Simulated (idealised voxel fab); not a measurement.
Title: Process Module voxel wiring stack
Section cut is 230 nm wide and gridded with 5 nm square cells.
A cross-section in this document is a grid of square cells, and it is written down as bands, the top band listed before the ones below it; a band is made up of one or more rows of cells. Each band's line starts with the height of the band's top and of its bottom, in nm. Then come its materials from left to right, each with its width in nm. One material with "all across" fills the band from edge to edge. "empty" is empty space. Measure heights from 0. That's the level where, below it, the as-received wafer is all one material. The lowest band is bottomless and extends downward; write it as in "z 0 and below". Think of "30 to 40" as a width that walks from the first number to the second as you go down the band, top row to bottom row, taking equal-sized steps from row to row. The designation "no change", where it is given for a processing step, indicates that no cell of the cross-section was altered in the course of that step. Look at "Sealed voids" for the closed voids: empty spaces with no open path to the top, sized 8 cells or up. Each is width x height at distance, distance from the left edge, all nm. Note: text after step settings on the step line = simulator remark on that step. The optional step-line setting "overlay nm" applies to steps with a mask and quantifies how far to the right of its planned location the mask lay, a negative value indicating leftward placement. What follows is a series of pairs. Each pair shows a cross-section before one process step and the cross-section after it, and the after view is drawn only down to the lowest band that changed. Beneath each pair is the step that lies between the two, with its settings. Pairs may come from different runs of this module on the same starting wafer, so a pair continues from the one above it only where its entry headed "Prior to processing" says so.

Prior to processing:
* z 85 to 65 | empty: 40, Ru: 25, empty: 15, Ru: 25, empty: 15, Ru: 25, empty: 15, Ru: 25, empty: 45
* z 65 to 60 | TiN all across
* z 60 to 45 | SiO2: 40, TiN: 5, Ru: 5, TiN: 5, SiO2: 65, TiN: 5, Ru: 5, TiN: 5, SiO2: 95
* z 45 to 40 | SiCN: 40, TiN: 15, SiCN: 65, TiN: 15, SiCN: 95
* z 40 to 15 | lowk all across
* z 15 to 10 | TiN all across
* z 10 to 0 | SiO2 all across
* z 0 and below | Si all across
* Sealed voids: none

Post-Step Appearance:
* z 85 to 65 | empty: 40, Ru: 25, empty: 15, Ru: 25, empty: 15, Ru: 25, empty: 15, Ru: 25, empty: 45
* z 65 to 60 | empty: 40, TiN: 25, empty: 15, TiN: 25, empty: 15, TiN: 25, empty: 15, TiN: 25, empty: 45
* All layers under 60 are left as they were.
* Sealed voids: none
Formally, the process step situated between the two cross-sections above is MASKED_ETCH with tone cover, mask id METAL_2, width nm 25, pitch nm 40, etch materials TiN, depth nm 5, overlay nm 0

Prior to processing: refer to the pair immediately above; the cross-section shown after its step is the state before this one.

Post-Step Appearance:
* z 90 to 85 | empty: 35, SiN: 35, empty: 5, SiN: 35, empty: 5, SiN: 35, empty: 5, SiN: 35, empty: 40
* z 85 to 65 | empty: 35, SiN: 5, Ru: 25, SiN: 5, empty: 5, SiN: 5, Ru: 25, SiN: 5, empty: 5, SiN: 5, Ru: 25, SiN: 5, empty: 5, SiN: 5, Ru: 25, SiN: 5, empty: 40
* z 65 to 60 | SiN: 40, TiN: 25, SiN: 15, TiN: 25, SiN: 15, TiN: 25, SiN: 15, TiN: 25, SiN: 45
* All layers under 60 are left as they were.
* Sealed voids: none
Formally, the process step situated between the two cross-sections above is CONFORMAL_DEP with material SiN, thk nm 5

Prior to processing: refer to the pair immediately above; the cross-section shown after its step is the state before this one.

Post-Step Appearance:
* z 100 to 90 | lowk all across
* z 90 to 85 | lowk: 35, SiN: 35, lowk: 5, SiN: 35, lowk: 5, SiN: 35, lowk: 5, SiN: 35, lowk: 40
* z 85 to 65 | lowk: 35, SiN: 5, Ru: 25, SiN: 5, lowk: 5, SiN: 5, Ru: 25, SiN: 5, lowk: 5, SiN: 5, Ru: 25, SiN: 5, lowk: 5, SiN: 5, Ru: 25, SiN: 5, lowk: 40
* All layers under 65 are left as they were.
* Sealed voids: none
Formally, the process step situated between the two cross-sections above is FILL_DEP with material lowk, thk nm 10

Prior to processing: refer to the pair immediately above; the cross-section shown after its step is the state before this one.

Post-Step Appearance:
* z 85 to 65 | lowk: 35, SiN: 5, Ru: 25, SiN: 5, lowk: 5, SiN: 5, Ru: 25, SiN: 5, lowk: 5, SiN: 5, Ru: 25, SiN: 5, lowk: 5, SiN: 5, Ru: 25, SiN: 5, lowk: 40
* All layers under 65 are left as they were.
* Sealed voids: none
Formally, the process step situated between the two cross-sections above is CMP with height nm 85

Prior to processing: refer to the pair immediately above; the cross-section shown after its step is the state before this one.

Post-Step Appearance:
* z 90 to 85 | SiCN all across
* All layers under 85 are left as they were.
* Sealed voids: none
Formally, the process step situated between the two cross-sections above is CONFORMAL_DEP with material SiCN, thk nm 5

Prior to processing:
* z 85 to 65 | Ru all across
* z 65 to 60 | TiN all across
* z 60 to 45 | SiO2: 40, TiN: 5, Ru: 5, TiN: 5, SiO2: 65, TiN: 5, Ru: 5, TiN: 5, SiO2: 95
* z 45 to 40 | SiCN: 40, TiN: 15, SiCN: 65, TiN: 15, SiCN: 95
* z 40 to 15 | lowk: 35, SiN: 5, Ru: 25, SiN: 5, lowk: 5, SiN: 5, Ru: 25, SiN: 5, lowk: 5, SiN: 5, Ru: 25, SiN: 5, lowk: 5, SiN: 5, Ru: 25, SiN: 5, lowk: 40
* z 15 to 10 | SiN: 40, TiN: 25, SiN: 15, TiN: 25, SiN: 15, TiN: 25, SiN: 15, TiN: 25, SiN: 45
* z 10 to 0 | SiO2 all across
* z 0 and below | Si all across
* Sealed voids: none

Post-Step Appearance:
* z 85 to 65 | Ru: 40, empty: 25, Ru: 15, empty: 25, Ru: 15, empty: 25, Ru: 15, empty: 25, Ru: 45
* All layers under 65 are left as they were.
* Sealed voids: none
Formally, the process step situated between the two cross-sections above is MASKED_ETCH with tone open, mask id METAL_2, width nm 25, pitch nm 40, etch materials Ru, depth nm 20, overlay nm 0

Prior to processing: refer to the pair immediately above; the cross-section shown after its step is the state before this one.

Post-Step Appearance:
* z 90 to 85 | SiN: 45, empty: 15, SiN: 25, empty: 15, SiN: 25, empty: 15, SiN: 25, empty: 15, SiN: 50
* z 85 to 70 | Ru: 40, SiN: 5, empty: 15, SiN: 5, Ru: 15, SiN: 5, empty: 15, SiN: 5, Ru: 15, SiN: 5, empty: 15, SiN: 5, Ru: 15, SiN: 5, empty: 15, SiN: 5, Ru: 45
* z 70 to 65 | Ru: 40, SiN: 25, Ru: 15, SiN: 25, Ru: 15, SiN: 25, Ru: 15, SiN: 25, Ru: 45
* All layers under 65 are left as they were.
* Sealed voids: none
Formally, the process step situated between the two cross-sections above is CONFORMAL_DEP with material SiN, thk nm 5

Prior to processing: refer to the pair immediately above; the cross-section shown after its step is the state before this one.

Post-Step Appearance:
* z 100 to 90 | lowk all across
* z 90 to 85 | SiN: 45, lowk: 15, SiN: 25, lowk: 15, SiN: 25, lowk: 15, SiN: 25, lowk: 15, SiN: 50
* z 85 to 70 | Ru: 40, SiN: 5, lowk: 15, SiN: 5, Ru: 15, SiN: 5, lowk: 15, SiN: 5, Ru: 15, SiN: 5, lowk: 15, SiN: 5, Ru: 15, SiN: 5, lowk: 15, SiN: 5, Ru: 45
* All layers under 70 are left as they were.
* Sealed voids: none
Formally, the process step situated between the two cross-sections above is FILL_DEP with material lowk, thk nm 10

Prior to processing: refer to the pair immediately above; the cross-section shown after its step is the state before this one.

Post-Step Appearance:
* z 85 to 70 | Ru: 40, SiN: 5, lowk: 15, SiN: 5, Ru: 15, SiN: 5, lowk: 15, SiN: 5, Ru: 15, SiN: 5, lowk: 15, SiN: 5, Ru: 15, SiN: 5, lowk: 15, SiN: 5, Ru: 45
* All layers under 70 are left as they were.
* Sealed voids: none
Formally, the process step situated between the two cross-sections above is CMP with height nm 85

Prior to processing: refer to the pair immediately above; the cross-section shown after its step is the state before this one.

Post-Step Appearance:
* z 90 to 85 | SiCN all across
* All layers under 85 are left as they were.
* Sealed voids: none
Formally, the process step situated between the two cross-sections above is CONFORMAL_DEP with material SiCN, thk nm 5
